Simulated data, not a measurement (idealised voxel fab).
You're looking at the process module voxel self aligned vias.
cross-section cut | 225 nm wide | cells 5 nm
Cross-section = grid of square cells, listed top down in bands; band = one or more rows. Band: top height; bottom height; in nm. Then, left to right: material with width in nm, for each material. "edge to edge": a single material spanning edge to edge. "air": empty space. Where do heights start? At 0: under that level the wafer as delivered is made of one material only. And the lowest band has no floor; it just carries on downward, as in "0 nm and below". Graded width ("30->40"): value in top row of band = first number; value in bottom row = second number; row-to-row change constant. No cell of the cross-section changed in a step that is given as "all unchanged". The entry titled "Fully enclosed voids" provides the empty spaces that have no open way to the top, restricted to those of 8 cells or more. Each is presented as width x height at distance, the distance being measured from the left edge, with all three in nm. Read whatever lies past the settings on a step's line as the simulator's own remark about the step. Regarding "overlay nm": on a step with a mask, it is the distance the mask lay to the right of its planned place; a negative value places it to the left.

Planned process steps:
1: RECEIVE with material Si
2: CONFORMAL_DEP with material SiO2, thk nm 10
3: CONFORMAL_DEP with material SiCN, thk nm 5
4: DIRECTIONAL_DEP with material lowk, thk nm 20
5: DIRECTIONAL_DEP with material aC, thk nm 10
6: PATTERN with tone open, mask id LINES, material resist, width nm 20, pitch nm 55, thk nm 25, overlay nm 0
7: DIRECTIONAL_ETCH with etch materials aC, depth nm 10
8: STRIP with etch materials resist
9: DIRECTIONAL_ETCH with etch materials lowk, depth nm 20
10: STRIP with etch materials aC
11: CONFORMAL_DEP with material TiN, thk nm 5
12: FILL_DEP with material Ru, thk nm 10
13: CMP with height nm 35
14: SELECTIVE_ETCH with etch materials W Ru TiN, depth nm 5
15: FILL_DEP with material SiN, thk nm 10
16: CMP with height nm 35
17: DIRECTIONAL_DEP with material lowk, thk nm 15
18: DIRECTIONAL_DEP with material aC, thk nm 10
19: PATTERN with tone open, mask id VIAS, material resist, width nm 40, pitch nm 110, thk nm 25, overlay nm 0
20: DIRECTIONAL_ETCH with etch materials aC, depth nm 10
21: STRIP with etch materials resist
22: DIRECTIONAL_ETCH with etch materials lowk, depth nm 15
23: DIRECTIONAL_ETCH with etch materials SiN, depth nm 5
24: STRIP with etch materials aC
25: CONFORMAL_DEP with material TiN, thk nm 5
26: FILL_DEP with material Ru, thk nm 10
27: CMP with height nm 50
28: CONFORMAL_DEP with material SiCN, thk nm 5

Cross-section: wafer on arrival = after step 1:
> 0 nm and below  Si edge to edge
> Fully enclosed voids: none

Cross-section, first of two wafers, end of module, run as planned:
> 55 nm to 50 nm  SiCN edge to edge
> 50 nm to 40 nm  35 lowk / 5 TiN / 30 Ru / 5 TiN / 70 lowk / 5 TiN / 30 Ru / 5 TiN / 40 lowk
> 40 nm to 35 nm  35 lowk / 15 TiN / 10 Ru / 15 TiN / 70 lowk / 15 TiN / 10 Ru / 15 TiN / 40 lowk
> 35 nm to 30 nm  45 lowk / 20 TiN / 35 lowk / 20 SiN / 35 lowk / 20 TiN / 50 lowk
> 30 nm to 20 nm  45 lowk / 5 TiN / 10 Ru / 5 TiN / 35 lowk / 5 TiN / 10 Ru / 5 TiN / 35 lowk / 5 TiN / 10 Ru / 5 TiN / 50 lowk
> 20 nm to 15 nm  45 lowk / 20 TiN / 35 lowk / 20 TiN / 35 lowk / 20 TiN / 50 lowk
> 15 nm to 10 nm  SiCN edge to edge
> 10 nm to 0 nm  SiO2 edge to edge
> 0 nm and below  Si edge to edge
> Fully enclosed voids: none

Presented here is a cross-section of the second of the two wafers as it stood at the end of the module. It was started in the same manner and assigned the same plan as the first wafer; however, one mistake was made in its execution:
> 55 nm to 50 nm  SiCN edge to edge
> 50 nm to 40 nm  35 lowk / 5 TiN / 30 Ru / 5 TiN / 70 lowk / 5 TiN / 30 Ru / 5 TiN / 40 lowk
> 40 nm to 35 nm  35 lowk / 10 TiN / 10 Ru / 20 TiN / 70 lowk / 10 TiN / 10 Ru / 20 TiN / 40 lowk
> 35 nm to 30 nm  40 lowk / 20 TiN / 35 lowk / 20 SiN / 35 lowk / 20 TiN / 55 lowk
> 30 nm to 20 nm  40 lowk / 5 TiN / 10 Ru / 5 TiN / 35 lowk / 5 TiN / 10 Ru / 5 TiN / 35 lowk / 5 TiN / 10 Ru / 5 TiN / 55 lowk
> 20 nm to 15 nm  40 lowk / 20 TiN / 35 lowk / 20 TiN / 35 lowk / 20 TiN / 55 lowk
> 15 nm to 10 nm  SiCN edge to edge
> 10 nm to 0 nm  SiO2 edge to edge
> 0 nm and below  Si edge to edge
> Fully enclosed voids: none
What went wrong in running the wafer? rather than as planned, step 6 actually ran as PATTERN with tone open, mask id LINES, material resist, width nm 20, pitch nm 55, thk nm 25, overlay nm -5
Heads up: at the end the two wafers have identical cell counts per material, they're just laid out differently.
